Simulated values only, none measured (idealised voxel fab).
Process module heading - voxel self aligned vias
We display cut, a cross-section 290 nm in width whose square cells are each 5 nm.
Format of a cross-section: grid, square cells. Given as bands. Order: top down. Band: one or more rows of cells.
The entry gives the band's vertical extent as a top height and a bottom height in nm, then its horizontal make-up as materials from left to right, each with a width in nm. "air" stands for empty space; a single material marked "everywhere" fills the band edge to edge.
Convention: height 0 is the level below which the wafer, as received, is all one material. The lowest band does not terminate at the bottom but continues downward, represented as "z 0 and below".
Top row gets the first number, bottom row gets the second, and each row in between changes by the same step: that is how a band width like "30..40" works.
Take "no alteration" at face value: in the step it is given for, the cross-section changed in none of its cells.
Entry "Closed void entries". Content: empty spaces with no open connection to the top, size 8 cells or greater. Each: width x height at distance. Distance: from left edge. Unit: nm.
Formally, on a step line, whatever follows the settings is a remark that the simulator itself makes on the step.
overlay nm: where the mask lay relative to plan, measured to the right, on steps with a mask; negatives go left.
Read each pair as before and after one process step. The after cross-section shows only down to the lowest band that changed. The step between them and its settings are given below the pair. Pairs can come from different runs of this module on the same starting wafer. A pair continues from the pair above only where its "Pre-step" entry says so.
Pre-step:
  z 0 and below | Si everywhere
  Closed void entries: none
Section, Post-Step:
  z 15 to 0 | SiO2 everywhere
  Below 0 it's all the same as before, nothing changed down there.
  Closed void entries: none
Between the cross-sections above, the step performed was CONFORMAL_DEP with material SiO2, thk nm 15
Pre-step: unchanged from the after cross-section in the pair immediately above; refer to that figure.
Section, Post-Step:
  z 20 to 15 | SiCN everywhere
  Below 15 it's all the same as before, nothing changed down there.
  Closed void entries: none
Between the cross-sections above, the step performed was CONFORMAL_DEP with material SiCN, thk nm 5
Pre-step: unchanged from the after cross-section in the pair immediately above; refer to that figure.
Section, Post-Step:
  z 50 to 20 | SiO2 everywhere
  Below 20 it's all the same as before, nothing changed down there.
  Closed void entries: none
Between the cross-sections above, the step performed was DIRECTIONAL_DEP with material SiO2, thk nm 30
Pre-step: unchanged from the after cross-section in the pair immediately above; refer to that figure.
Section, Post-Step:
  z 70 to 50 | resist=100 / air=30 / resist=30 / air=30 / resist=100
  Below 50 it's all the same as before, nothing changed down there.
  Closed void entries: none
Between the cross-sections above, the step performed was PATTERN with tone open, mask id LINES, material resist, width nm 30, pitch nm 60, thk nm 20, overlay nm 0
Pre-step: unchanged from the after cross-section in the pair immediately above; refer to that figure.
Section, Post-Step:
  z 70 to 50 | resist=100 / air=30 / resist=30 / air=30 / resist=100
  z 50 to 20 | SiO2=100 / air=30 / SiO2=30 / air=30 / SiO2=100
  Below 20 it's all the same as before, nothing changed down there.
  Closed void entries: none
Between the cross-sections above, the step performed was DIRECTIONAL_ETCH with etch materials SiO2, depth nm 30
Pre-step: unchanged from the after cross-section in the pair immediately above; refer to that figure.
Section, Post-Step:
  z 50 to 20 | SiO2=100 / air=30 / SiO2=30 / air=30 / SiO2=100
  Below 20 it's all the same as before, nothing changed down there.
  Closed void entries: none
Between the cross-sections above, the step performed was STRIP with etch materials resist
Pre-step: unchanged from the after cross-section in the pair immediately above; refer to that figure.
Section, Post-Step:
  z 55 to 50 | TiN=105 / air=20 / TiN=40 / air=20 / TiN=105
  z 50 to 25 | SiO2=100 / TiN=5 / air=20 / TiN=5 / SiO2=30 / TiN=5 / air=20 / TiN=5 / SiO2=100
  z 25 to 20 | SiO2=100 / TiN=30 / SiO2=30 / TiN=30 / SiO2=100
  Below 20 it's all the same as before, nothing changed down there.
  Closed void entries: none
Between the cross-sections above, the step performed was CONFORMAL_DEP with material TiN, thk nm 5
Pre-step: unchanged from the after cross-section in the pair immediately above; refer to that figure.
Section, Post-Step:
  z 60 to 55 | Ru everywhere
  z 55 to 50 | TiN=105 / Ru=20 / TiN=40 / Ru=20 / TiN=105
  z 50 to 25 | SiO2=100 / TiN=5 / Ru=20 / TiN=5 / SiO2=30 / TiN=5 / Ru=20 / TiN=5 / SiO2=100
  Below 25 it's all the same as before, nothing changed down there.
  Closed void entries: none
Between the cross-sections above, the step performed was FILL_DEP with material Ru, thk nm 5
Pre-step: unchanged from the after cross-section in the pair immediately above; refer to that figure.
Section, Post-Step:
  z 50 to 25 | SiO2=100 / TiN=5 / Ru=20 / TiN=5 / SiO2=30 / TiN=5 / Ru=20 / TiN=5 / SiO2=100
  Below 25 it's all the same as before, nothing changed down there.
  Closed void entries: none
Between the cross-sections above, the step performed was CMP with height nm 50
Pre-step: unchanged from the after cross-section in the pair immediately above; refer to that figure.
Section, Post-Step:
  z 50 to 40 | SiO2=100 / air=30 / SiO2=30 / air=30 / SiO2=100
  Below 40 it's all the same as before, nothing changed down there.
  Closed void entries: none
Between the cross-sections above, the step performed was SELECTIVE_ETCH with etch materials W Ru TiN, depth nm 10
Pre-step: unchanged from the after cross-section in the pair immediately above; refer to that figure.
Section, Post-Step:
  z 60 to 50 | SiN everywhere
  z 50 to 40 | SiO2=100 / SiN=30 / SiO2=30 / SiN=30 / SiO2=100
  Below 40 it's all the same as before, nothing changed down there.
  Closed void entries: none
Between the cross-sections above, the step performed was FILL_DEP with material SiN, thk nm 10
Pre-step: unchanged from the after cross-section in the pair immediately above; refer to that figure.
Section, Post-Step:
  z 50 to 40 | SiO2=100 / SiN=30 / SiO2=30 / SiN=30 / SiO2=100
  Below 40 it's all the same as before, nothing changed down there.
  Closed void entries: none
Between the cross-sections above, the step performed was CMP with height nm 50
Pre-step: unchanged from the after cross-section in the pair immediately above; refer to that figure.
Section, Post-Step:
  z 70 to 50 | SiO2 everywhere
  Below 50 it's all the same as before, nothing changed down there.
  Closed void entries: none
Between the cross-sections above, the step performed was DIRECTIONAL_DEP with material SiO2, thk nm 20
Pre-step: unchanged from the after cross-section in the pair immediately above; refer to that figure.
Section, Post-Step:
  z 90 to 70 | resist=95 / air=40 / resist=20 / air=40 / resist=95
  Below 70 it's all the same as before, nothing changed down there.
  Closed void entries: none
Between the cross-sections above, the step performed was PATTERN with tone open, mask id VIAS, material resist, width nm 40, pitch nm 60, thk nm 20, overlay nm 0
Pre-step: unchanged from the after cross-section in the pair immediately above; refer to that figure.
Section, Post-Step:
  z 90 to 70 | resist=95 / air=40 / resist=20 / air=40 / resist=95
  z 70 to 50 | SiO2=95 / air=40 / SiO2=20 / air=40 / SiO2=95
  Below 50 it's all the same as before, nothing changed down there.
  Closed void entries: none
Between the cross-sections above, the step performed was DIRECTIONAL_ETCH with etch materials SiO2, depth nm 20
Pre-step: unchanged from the after cross-section in the pair immediately above; refer to that figure.
Section, Post-Step:
  z 90 to 70 | resist=95 / air=40 / resist=20 / air=40 / resist=95
  z 70 to 50 | SiO2=95 / air=40 / SiO2=20 / air=40 / SiO2=95
  z 50 to 40 | SiO2=100 / air=30 / SiO2=30 / air=30 / SiO2=100
  Below 40 it's all the same as before, nothing changed down there.
  Closed void entries: none
Between the cross-sections above, the step performed was DIRECTIONAL_ETCH with etch materials SiN, depth nm 10
Pre-step: unchanged from the after cross-section in the pair immediately above; refer to that figure.
Section, Post-Step:
  z 70 to 50 | SiO2=95 / air=40 / SiO2=20 / air=40 / SiO2=95
  Below 50 it's all the same as before, nothing changed down there.
  Closed void entries: none
Between the cross-sections above, the step performed was STRIP with etch materials resist
Pre-step: unchanged from the after cross-section in the pair immediately above; refer to that figure.
Section, Post-Step:
  z 75 to 70 | TiN=100 / air=30 / TiN=30 / air=30 / TiN=100
  z 70 to 55 | SiO2=95 / TiN=5 / air=30 / TiN=5 / SiO2=20 / TiN=5 / air=30 / TiN=5 / SiO2=95
  z 55 to 45 | SiO2=95..100 / TiN=10..5 / air=20 / TiN=10..5 / SiO2=20..30 / TiN=10..5 / air=20 / TiN=10..5 / SiO2=95..100
  z 45 to 40 | SiO2=100 / TiN=30 / SiO2=30 / TiN=30 / SiO2=100
  Below 40 it's all the same as before, nothing changed down there.
  Closed void entries: none
Between the cross-sections above, the step performed was CONFORMAL_DEP with material TiN, thk nm 5
Pre-step: unchanged from the after cross-section in the pair immediately above; refer to that figure.
Section, Post-Step:
  z 80 to 75 | Ru everywhere
  z 75 to 70 | TiN=100 / Ru=30 / TiN=30 / Ru=30 / TiN=100
  z 70 to 55 | SiO2=95 / TiN=5 / Ru=30 / TiN=5 / SiO2=20 / TiN=5 / Ru=30 / TiN=5 / SiO2=95
  z 55 to 45 | SiO2=95..100 / TiN=10..5 / Ru=20 / TiN=10..5 / SiO2=20..30 / TiN=10..5 / Ru=20 / TiN=10..5 / SiO2=95..100
  Below 45 it's all the same as before, nothing changed down there.
  Closed void entries: none
Between the cross-sections above, the step performed was FILL_DEP with material Ru, thk nm 5
Pre-step: unchanged from the after cross-section in the pair immediately above; refer to that figure.
Section, Post-Step:
  z 70 to 55 | SiO2=95 / TiN=5 / Ru=30 / TiN=5 / SiO2=20 / TiN=5 / Ru=30 / TiN=5 / SiO2=95
  Below 55 it's all the same as before, nothing changed down there.
  Closed void entries: none
Between the cross-sections above, the step performed was CMP with height nm 70
Pre-step: unchanged from the after cross-section in the pair immediately above; refer to that figure.
Section, Post-Step:
  z 75 to 70 | SiN everywhere
  Below 70 it's all the same as before, nothing changed down there.
  Closed void entries: none
Between the cross-sections above, the step performed was CONFORMAL_DEP with material SiN, thk nm 5
Pre-step:
  z 15 to 0 | SiO2 everywhere
  z 0 and below | Si everywhere
  Closed void entries: none
Section, Post-Step:
  z 45 to 0 | SiO2 everywhere
  Below 0 it's all the same as before, nothing changed down there.
  Closed void entries: none
Between the cross-sections above, the step performed was DIRECTIONAL_DEP with material SiO2, thk nm 30
Pre-step: unchanged from the after cross-section in the pair immediately above; refer to that figure.
Section, Post-Step:
  z 65 to 45 | resist=100 / air=30 / resist=30 / air=30 / resist=100
  Below 45 it's all the same as before, nothing changed down there.
  Closed void entries: none
Between the cross-sections above, the step performed was PATTERN with tone open, mask id LINES, material resist, width nm 30, pitch nm 60, thk nm 20, overlay nm 0
Pre-step: unchanged from the after cross-section in the pair immediately above; refer to that figure.
Section, Post-Step:
  z 65 to 45 | resist=100 / air=30 / resist=30 / air=30 / resist=100
  z 45 to 15 | SiO2=100 / air=30 / SiO2=30 / air=30 / SiO2=100
  Below 15 it's all the same as before, nothing changed down there.
  Closed void entries: none
Between the cross-sections above, the step performed was DIRECTIONAL_ETCH with etch materials SiO2, depth nm 30
Pre-step: unchanged from the after cross-section in the pair immediately above; refer to that figure.
Section, Post-Step:
  z 45 to 15 | SiO2=100 / air=30 / SiO2=30 / air=30 / SiO2=100
  Below 15 it's all the same as before, nothing changed down there.
  Closed void entries: none
Between the cross-sections above, the step performed was STRIP with etch materials resist
Pre-step: unchanged from the after cross-section in the pair immediately above; refer to that figure.
Section, Post-Step:
  z 50 to 45 | TiN=105 / air=20 / TiN=40 / air=20 / TiN=105
  z 45 to 20 | SiO2=100 / TiN=5 / air=20 / TiN=5 / SiO2=30 / TiN=5 / air=20 / TiN=5 / SiO2=100
  z 20 to 15 | SiO2=100 / TiN=30 / SiO2=30 / TiN=30 / SiO2=100
  Below 15 it's all the same as before, nothing changed down there.
  Closed void entries: none
Between the cross-sections above, the step performed was CONFORMAL_DEP with material TiN, thk nm 5
Pre-step: unchanged from the after cross-section in the pair immediately above; refer to that figure.
Section, Post-Step:
  z 55 to 50 | Ru everywhere
  z 50 to 45 | TiN=105 / Ru=20 / TiN=40 / Ru=20 / TiN=105
  z 45 to 20 | SiO2=100 / TiN=5 / Ru=20 / TiN=5 / SiO2=30 / TiN=5 / Ru=20 / TiN=5 / SiO2=100
  Below 20 it's all the same as before, nothing changed down there.
  Closed void entries: none
Between the cross-sections above, the step performed was FILL_DEP with material Ru, thk nm 5
Pre-step: unchanged from the after cross-section in the pair immediately above; refer to that figure.
Section, Post-Step:
  z 50 to 45 | TiN=105 / Ru=20 / TiN=40 / Ru=20 / TiN=105
  Below 45 it's all the same as before, nothing changed down there.
  Closed void entries: none
Between the cross-sections above, the step performed was CMP with height nm 50
Pre-step: unchanged from the after cross-section in the pair immediately above; refer to that figure.
Section, Post-Step:
  z 45 to 40 | SiO2=100 / air=30 / SiO2=30 / air=30 / SiO2=100
  Below 40 it's all the same as before, nothing changed down there.
  Closed void entries: none
Between the cross-sections above, the step performed was SELECTIVE_ETCH with etch materials W Ru TiN, depth nm 10
Pre-step: unchanged from the after cross-section in the pair immediately above; refer to that figure.
Section, Post-Step:
  z 55 to 45 | SiN everywhere
  z 45 to 40 | SiO2=100 / SiN=30 / SiO2=30 / SiN=30 / SiO2=100
  Below 40 it's all the same as before, nothing changed down there.
  Closed void entries: none
Between the cross-sections above, the step performed was FILL_DEP with material SiN, thk nm 10
Pre-step: unchanged from the after cross-section in the pair immediately above; refer to that figure.
Section, Post-Step:
  z 50 to 45 | SiN everywhere
  Below 45 it's all the same as before, nothing changed down there.
  Closed void entries: none
Between the cross-sections above, the step performed was CMP with height nm 50
Pre-step: unchanged from the after cross-section in the pair immediately above; refer to that figure.
Section, Post-Step:
  z 70 to 50 | SiO2 everywhere
  Below 50 it's all the same as before, nothing changed down there.
  Closed void entries: none
Between the cross-sections above, the step performed was DIRECTIONAL_DEP with material SiO2, thk nm 20
Pre-step: unchanged from the after cross-section in the pair immediately above; refer to that figure.
Section, Post-Step:
  z 90 to 70 | resist=95 / air=40 / resist=20 / air=40 / resist=95
  Below 70 it's all the same as before, nothing changed down there.
  Closed void entries: none
Between the cross-sections above, the step performed was PATTERN with tone open, mask id VIAS, material resist, width nm 40, pitch nm 60, thk nm 20, overlay nm 0
Pre-step: unchanged from the after cross-section in the pair immediately above; refer to that figure.
Section, Post-Step:
  z 90 to 70 | resist=95 / air=40 / resist=20 / air=40 / resist=95
  z 70 to 50 | SiO2=95 / air=40 / SiO2=20 / air=40 / SiO2=95
  Below 50 it's all the same as before, nothing changed down there.
  Closed void entries: none
Between the cross-sections above, the step performed was DIRECTIONAL_ETCH with etch materials SiO2, depth nm 20
Pre-step: unchanged from the after cross-section in the pair immediately above; refer to that figure.
Section, Post-Step:
  z 90 to 70 | resist=95 / air=40 / resist=20 / air=40 / resist=95
  z 70 to 50 | SiO2=95 / air=40 / SiO2=20 / air=40 / SiO2=95
  z 50 to 45 | SiN=95 / air=40 / SiN=20 / air=40 / SiN=95
  z 45 to 40 | SiO2=100 / air=30 / SiO2=30 / air=30 / SiO2=100
  Below 40 it's all the same as before, nothing changed down there.
  Closed void entries: none
Between the cross-sections above, the step performed was DIRECTIONAL_ETCH with etch materials SiN, depth nm 10
Pre-step: unchanged from the after cross-section in the pair immediately above; refer to that figure.
Section, Post-Step:
  z 70 to 50 | SiO2=95 / air=40 / SiO2=20 / air=40 / SiO2=95
  Below 50 it's all the same as before, nothing changed down there.
  Closed void entries: none
Between the cross-sections above, the step performed was STRIP with etch materials resist
Pre-step: unchanged from the after cross-section in the pair immediately above; refer to that figure.
Section, Post-Step:
  z 75 to 70 | TiN=100 / air=30 / TiN=30 / air=30 / TiN=100
  z 70 to 50 | SiO2=95 / TiN=5 / air=30 / TiN=5 / SiO2=20 / TiN=5 / air=30 / TiN=5 / SiO2=95
  z 50 to 45 | SiN=95 / TiN=10 / air=20 / TiN=10 / SiN=20 / TiN=10 / air=20 / TiN=10 / SiN=95
  z 45 to 40 | SiO2=100 / TiN=30 / SiO2=30 / TiN=30 / SiO2=100
  Below 40 it's all the same as before, nothing changed down there.
  Closed void entries: none
Between the cross-sections above, the step performed was CONFORMAL_DEP with material TiN, thk nm 5
Pre-step: unchanged from the after cross-section in the pair immediately above; refer to that figure.
Section, Post-Step:
  z 80 to 75 | Ru everywhere
  z 75 to 70 | TiN=100 / Ru=30 / TiN=30 / Ru=30 / TiN=100
  z 70 to 50 | SiO2=95 / TiN=5 / Ru=30 / TiN=5 / SiO2=20 / TiN=5 / Ru=30 / TiN=5 / SiO2=95
  z 50 to 45 | SiN=95 / TiN=10 / Ru=20 / TiN=10 / SiN=20 / TiN=10 / Ru=20 / TiN=10 / SiN=95
  Below 45 it's all the same as before, nothing changed down there.
  Closed void entries: none
Between the cross-sections above, the step performed was FILL_DEP with material Ru, thk nm 5
Pre-step: unchanged from the after cross-section in the pair immediately above; refer to that figure.
Section, Post-Step:
  z 70 to 50 | SiO2=95 / TiN=5 / Ru=30 / TiN=5 / SiO2=20 / TiN=5 / Ru=30 / TiN=5 / SiO2=95
  Below 50 it's all the same as before, nothing changed down there.
  Closed void entries: none
Between the cross-sections above, the step performed was CMP with height nm 70
Pre-step: unchanged from the after cross-section in the pair immediately above; refer to that figure.
Section, Post-Step:
  z 75 to 70 | SiN everywhere
  Below 70 it's all the same as before, nothing changed down there.
  Closed void entries: none
Between the cross-sections above, the step performed was CONFORMAL_DEP with material SiN, thk nm 5
Pre-step:
  z 90 to 70 | resist=95 / air=40 / resist=20 / air=40 / resist=95
  z 70 to 50 | SiO2=95 / air=40 / SiO2=20 / air=40 / SiO2=95
  z 50 to 40 | SiO2=100 / SiN=30 / SiO2=30 / SiN=30 / SiO2=100
  z 40 to 25 | SiO2=100 / TiN=5 / Ru=20 / TiN=5 / SiO2=30 / TiN=5 / Ru=20 / TiN=5 / SiO2=100
  z 25 to 20 | SiO2=100 / TiN=30 / SiO2=30 / TiN=30 / SiO2=100
  z 20 to 15 | SiCN everywhere
  z 15 to 0 | SiO2 everywhere
  z 0 and below | Si everywhere
  Closed void entries: none
Section, Post-Step:
  z 90 to 70 | resist=95 / air=40 / resist=20 / air=40 / resist=95
  z 70 to 50 | SiO2=95 / air=40 / SiO2=20 / air=40 / SiO2=95
  z 50 to 40 | SiO2=95 / air=5 / SiN=30 / air=5 / SiO2=20 / air=5 / SiN=30 / air=5 / SiO2=95
  z 40 to 30 | SiO2=95 / air=5 / TiN=5 / Ru=20 / TiN=5 / air=5 / SiO2=20 / air=5 / TiN=5 / Ru=20 / TiN=5 / air=5 / SiO2=95
  Below 30 it's all the same as before, nothing changed down there.
  Closed void entries: none
Between the cross-sections above, the step performed was DIRECTIONAL_ETCH with etch materials SiO2, depth nm 20
Pre-step: unchanged from the after cross-section in the pair immediately above; refer to that figure.
Section, Post-Step:
  z 90 to 70 | resist=95 / air=40 / resist=20 / air=40 / resist=95
  z 70 to 40 | SiO2=95 / air=40 / SiO2=20 / air=40 / SiO2=95
  Below 40 it's all the same as before, nothing changed down there.
  Closed void entries: none
Between the cross-sections above, the step performed was DIRECTIONAL_ETCH with etch materials SiN, depth nm 10
Pre-step: unchanged from the after cross-section in the pair immediately above; refer to that figure.
Section, Post-Step:
  z 70 to 40 | SiO2=95 / air=40 / SiO2=20 / air=40 / SiO2=95
  Below 40 it's all the same as before, nothing changed down there.
  Closed void entries: none
Between the cross-sections above, the step performed was STRIP with etch materials resist
Pre-step: unchanged from the after cross-section in the pair immediately above; refer to that figure.
Section, Post-Step:
  z 75 to 70 | TiN=100 / air=30 / TiN=30 / air=30 / TiN=100
  z 70 to 45 | SiO2=95 / TiN=5 / air=30 / TiN=5 / SiO2=20 / TiN=5 / air=30 / TiN=5 / SiO2=95
  z 45 to 40 | SiO2=95 / TiN=40 / SiO2=20 / TiN=40 / SiO2=95
  z 40 to 30 | SiO2=95 / TiN=10 / Ru=20 / TiN=10 / SiO2=20 / TiN=10 / Ru=20 / TiN=10 / SiO2=95
  Below 30 it's all the same as before, nothing changed down there.
  Closed void entries: none
Between the cross-sections above, the step performed was CONFORMAL_DEP with material TiN, thk nm 5
Pre-step: unchanged from the after cross-section in the pair immediately above; refer to that figure.
Section, Post-Step:
  z 80 to 75 | Ru everywhere
  z 75 to 70 | TiN=100 / Ru=30 / TiN=30 / Ru=30 / TiN=100
  z 70 to 45 | SiO2=95 / TiN=5 / Ru=30 / TiN=5 / SiO2=20 / TiN=5 / Ru=30 / TiN=5 / SiO2=95
  Below 45 it's all the same as before, nothing changed down there.
  Closed void entries: none
Between the cross-sections above, the step performed was FILL_DEP with material Ru, thk nm 5
Pre-step: unchanged from the after cross-section in the pair immediately above; refer to that figure.
Section, Post-Step:
  z 70 to 45 | SiO2=95 / TiN=5 / Ru=30 / TiN=5 / SiO2=20 / TiN=5 / Ru=30 / TiN=5 / SiO2=95
  Below 45 it's all the same as before, nothing changed down there.
  Closed void entries: none
Between the cross-sections above, the step performed was CMP with height nm 70
Pre-step: unchanged from the after cross-section in the pair immediately above; refer to that figure.
Section, Post-Step:
  z 75 to 70 | SiN everywhere
  Below 70 it's all the same as before, nothing changed down there.
  Closed void entries: none
Between the cross-sections above, the step performed was CONFORMAL_DEP with material SiN, thk nm 5
Pre-step:
  z 0 and below | Si everywhere
  Closed void entries: none
Section, Post-Step:
  z 5 to 0 | SiCN everywhere
  Below 0 it's all the same as before, nothing changed down there.
  Closed void entries: none
Between the cross-sections above, the step performed was CONFORMAL_DEP with material SiCN, thk nm 5
Pre-step: unchanged from the after cross-section in the pair immediately above; refer to that figure.
Section, Post-Step:
  z 20 to 5 | SiO2 everywhere
  Below 5 it's all the same as before, nothing changed down there.
  Closed void entries: none
Between the cross-sections above, the step performed was CONFORMAL_DEP with material SiO2, thk nm 15
Pre-step: unchanged from the after cross-section in the pair immediately above; refer to that figure.
Section, Post-Step:
  z 50 to 5 | SiO2 everywhere
  Below 5 it's all the same as before, nothing changed down there.
  Closed void entries: none
Between the cross-sections above, the step performed was DIRECTIONAL_DEP with material SiO2, thk nm 30
Pre-step: unchanged from the after cross-section in the pair immediately above; refer to that figure.
Section, Post-Step:
  z 70 to 50 | resist=100 / air=30 / resist=30 / air=30 / resist=100
  Below 50 it's all the same as before, nothing changed down there.
  Closed void entries: none
Between the cross-sections above, the step performed was PATTERN with tone open, mask id LINES, material resist, width nm 30, pitch nm 60, thk nm 20, overlay nm 0
Pre-step: unchanged from the after cross-section in the pair immediately above; refer to that figure.
Section, Post-Step:
  z 70 to 50 | resist=100 / air=30 / resist=30 / air=30 / resist=100
  z 50 to 20 | SiO2=100 / air=30 / SiO2=30 / air=30 / SiO2=100
  Below 20 it's all the same as before, nothing changed down there.
  Closed void entries: none
Between the cross-sections above, the step performed was DIRECTIONAL_ETCH with etch materials SiO2, depth nm 30
Pre-step: unchanged from the after cross-section in the pair immediately above; refer to that figure.
Section, Post-Step:
  z 50 to 20 | SiO2=100 / air=30 / SiO2=30 / air=30 / SiO2=100
  Below 20 it's all the same as before, nothing changed down there.
  Closed void entries: none
Between the cross-sections above, the step performed was STRIP with etch materials resist
Pre-step: unchanged from the after cross-section in the pair immediately above; refer to that figure.
Section, Post-Step:
  z 55 to 50 | TiN=105 / air=20 / TiN=40 / air=20 / TiN=105
  z 50 to 25 | SiO2=100 / TiN=5 / air=20 / TiN=5 / SiO2=30 / TiN=5 / air=20 / TiN=5 / SiO2=100
  z 25 to 20 | SiO2=100 / TiN=30 / SiO2=30 / TiN=30 / SiO2=100
  Below 20 it's all the same as before, nothing changed down there.
  Closed void entries: none
Between the cross-sections above, the step performed was CONFORMAL_DEP with material TiN, thk nm 5
Pre-step: unchanged from the after cross-section in the pair immediately above; refer to that figure.
Section, Post-Step:
  z 60 to 55 | Ru everywhere
  z 55 to 50 | TiN=105 / Ru=20 / TiN=40 / Ru=20 / TiN=105
  z 50 to 25 | SiO2=100 / TiN=5 / Ru=20 / TiN=5 / SiO2=30 / TiN=5 / Ru=20 / TiN=5 / SiO2=100
  Below 25 it's all the same as before, nothing changed down there.
  Closed void entries: none
Between the cross-sections above, the step performed was FILL_DEP with material Ru, thk nm 5
Pre-step: unchanged from the after cross-section in the pair immediately above; refer to that figure.
Section, Post-Step:
  z 50 to 25 | SiO2=100 / TiN=5 / Ru=20 / TiN=5 / SiO2=30 / TiN=5 / Ru=20 / TiN=5 / SiO2=100
  Below 25 it's all the same as before, nothing changed down there.
  Closed void entries: none
Between the cross-sections above, the step performed was CMP with height nm 50
Pre-step: unchanged from the after cross-section in the pair immediately above; refer to that figure.
Section, Post-Step:
  z 50 to 40 | SiO2=100 / air=30 / SiO2=30 / air=30 / SiO2=100
  Below 40 it's all the same as before, nothing changed down there.
  Closed void entries: none
Between the cross-sections above, the step performed was SELECTIVE_ETCH with etch materials W Ru TiN, depth nm 10
Pre-step: unchanged from the after cross-section in the pair immediately above; refer to that figure.
Section, Post-Step:
  z 60 to 50 | SiN everywhere
  z 50 to 40 | SiO2=100 / SiN=30 / SiO2=30 / SiN=30 / SiO2=100
  Below 40 it's all the same as before, nothing changed down there.
  Closed void entries: none
Between the cross-sections above, the step performed was FILL_DEP with material SiN, thk nm 10
Pre-step: unchanged from the after cross-section in the pair immediately above; refer to that figure.
Section, Post-Step:
  z 50 to 40 | SiO2=100 / SiN=30 / SiO2=30 / SiN=30 / SiO2=100
  Below 40 it's all the same as before, nothing changed down there.
  Closed void entries: none
Between the cross-sections above, the step performed was CMP with height nm 50
Pre-step: unchanged from the after cross-section in the pair immediately above; refer to that figure.
Section, Post-Step:
  z 70 to 50 | SiO2 everywhere
  Below 50 it's all the same as before, nothing changed down there.
  Closed void entries: none
Between the cross-sections above, the step performed was DIRECTIONAL_DEP with material SiO2, thk nm 20
Pre-step: unchanged from the after cross-section in the pair immediately above; refer to that figure.
Section, Post-Step:
  z 90 to 70 | resist=95 / air=40 / resist=20 / air=40 / resist=95
  Below 70 it's all the same as before, nothing changed down there.
  Closed void entries: none
Between the cross-sections above, the step performed was PATTERN with tone open, mask id VIAS, material resist, width nm 40, pitch nm 60, thk nm 20, overlay nm 0
Pre-step: unchanged from the after cross-section in the pair immediately above; refer to that figure.
Section, Post-Step:
  z 90 to 70 | resist=95 / air=40 / resist=20 / air=40 / resist=95
  z 70 to 50 | SiO2=95 / air=40 / SiO2=20 / air=40 / SiO2=95
  Below 50 it's all the same as before, nothing changed down there.
  Closed void entries: none
Between the cross-sections above, the step performed was DIRECTIONAL_ETCH with etch materials SiO2, depth nm 20
Pre-step: unchanged from the after cross-section in the pair immediately above; refer to that figure.
Section, Post-Step:
  z 90 to 70 | resist=95 / air=40 / resist=20 / air=40 / resist=95
  z 70 to 50 | SiO2=95 / air=40 / SiO2=20 / air=40 / SiO2=95
  z 50 to 40 | SiO2=100 / air=30 / SiO2=30 / air=30 / SiO2=100
  Below 40 it's all the same as before, nothing changed down there.
  Closed void entries: none
Between the cross-sections above, the step performed was DIRECTIONAL_ETCH with etch materials SiN, depth nm 10
Pre-step: unchanged from the after cross-section in the pair immediately above; refer to that figure.
Section, Post-Step:
  z 70 to 50 | SiO2=95 / air=40 / SiO2=20 / air=40 / SiO2=95
  Below 50 it's all the same as before, nothing changed down there.
  Closed void entries: none
Between the cross-sections above, the step performed was STRIP with etch materials resist
Pre-step: unchanged from the after cross-section in the pair immediately above; refer to that figure.
Section, Post-Step:
  z 75 to 70 | TiN=100 / air=30 / TiN=30 / air=30 / TiN=100
  z 70 to 55 | SiO2=95 / TiN=5 / air=30 / TiN=5 / SiO2=20 / TiN=5 / air=30 / TiN=5 / SiO2=95
  z 55 to 45 | SiO2=95..100 / TiN=10..5 / air=20 / TiN=10..5 / SiO2=20..30 / TiN=10..5 / air=20 / TiN=10..5 / SiO2=95..100
  z 45 to 40 | SiO2=100 / TiN=30 / SiO2=30 / TiN=30 / SiO2=100
  Below 40 it's all the same as before, nothing changed down there.
  Closed void entries: none
Between the cross-sections above, the step performed was CONFORMAL_DEP with material TiN, thk nm 5
Pre-step: unchanged from the after cross-section in the pair immediately above; refer to that figure.
Section, Post-Step:
  z 80 to 75 | Ru everywhere
  z 75 to 70 | TiN=100 / Ru=30 / TiN=30 / Ru=30 / TiN=100
  z 70 to 55 | SiO2=95 / TiN=5 / Ru=30 / TiN=5 / SiO2=20 / TiN=5 / Ru=30 / TiN=5 / SiO2=95
  z 55 to 45 | SiO2=95..100 / TiN=10..5 / Ru=20 / TiN=10..5 / SiO2=20..30 / TiN=10..5 / Ru=20 / TiN=10..5 / SiO2=95..100
  Below 45 it's all the same as before, nothing changed down there.
  Closed void entries: none
Between the cross-sections above, the step performed was FILL_DEP with material Ru, thk nm 5
Pre-step: unchanged from the after cross-section in the pair immediately above; refer to that figure.
Section, Post-Step:
  z 70 to 55 | SiO2=95 / TiN=5 / Ru=30 / TiN=5 / SiO2=20 / TiN=5 / Ru=30 / TiN=5 / SiO2=95
  Below 55 it's all the same as before, nothing changed down there.
  Closed void entries: none
Between the cross-sections above, the step performed was CMP with height nm 70
Pre-step: unchanged from the after cross-section in the pair immediately above; refer to that figure.
Section, Post-Step:
  z 75 to 70 | SiN everywhere
  Below 70 it's all the same as before, nothing changed down there.
  Closed void entries: none
Between the cross-sections above, the step performed was CONFORMAL_DEP with material SiN, thk nm 5
Pre-step:
  z 20 to 15 | SiCN everywhere
  z 15 to 0 | SiO2 everywhere
  z 0 and below | Si everywhere
  Closed void entries: none
Section, Post-Step:
  z 40 to 20 | SiO2 everywhere
  Below 20 it's all the same as before, nothing changed down there.
  Closed void entries: none
Between the cross-sections above, the step performed was DIRECTIONAL_DEP with material SiO2, thk nm 20
Pre-step: unchanged from the after cross-section in the pair immediately above; refer to that figure.
Section, Post-Step:
  z 60 to 40 | resist=100 / air=30 / resist=30 / air=30 / resist=100
  Below 40 it's all the same as before, nothing changed down there.
  Closed void entries: none
Between the cross-sections above, the step performed was PATTERN with tone open, mask id LINES, material resist, width nm 30, pitch nm 60, thk nm 20, overlay nm 0
Pre-step: unchanged from the after cross-section in the pair immediately above; refer to that figure.
Section, Post-Step:
  z 60 to 40 | resist=100 / air=30 / resist=30 / air=30 / resist=100
  z 40 to 20 | SiO2=100 / air=30 / SiO2=30 / air=30 / SiO2=100
  Below 20 it's all the same as before, nothing changed down there.
  Closed void entries: none
Between the cross-sections above, the step performed was DIRECTIONAL_ETCH with etch materials SiO2, depth nm 30
Pre-step: unchanged from the after cross-section in the pair immediately above; refer to that figure.
Section, Post-Step:
  z 40 to 20 | SiO2=100 / air=30 / SiO2=30 / air=30 / SiO2=100
  Below 20 it's all the same as before, nothing changed down there.
  Closed void entries: none
Between the cross-sections above, the step performed was STRIP with etch materials resist
Pre-step: unchanged from the after cross-section in the pair immediately above; refer to that figure.
Section, Post-Step:
  z 45 to 40 | TiN=105 / air=20 / TiN=40 / air=20 / TiN=105
  z 40 to 25 | SiO2=100 / TiN=5 / air=20 / TiN=5 / SiO2=30 / TiN=5 / air=20 / TiN=5 / SiO2=100
  z 25 to 20 | SiO2=100 / TiN=30 / SiO2=30 / TiN=30 / SiO2=100
  Below 20 it's all the same as before, nothing changed down there.
  Closed void entries: none
Between the cross-sections above, the step performed was CONFORMAL_DEP with material TiN, thk nm 5
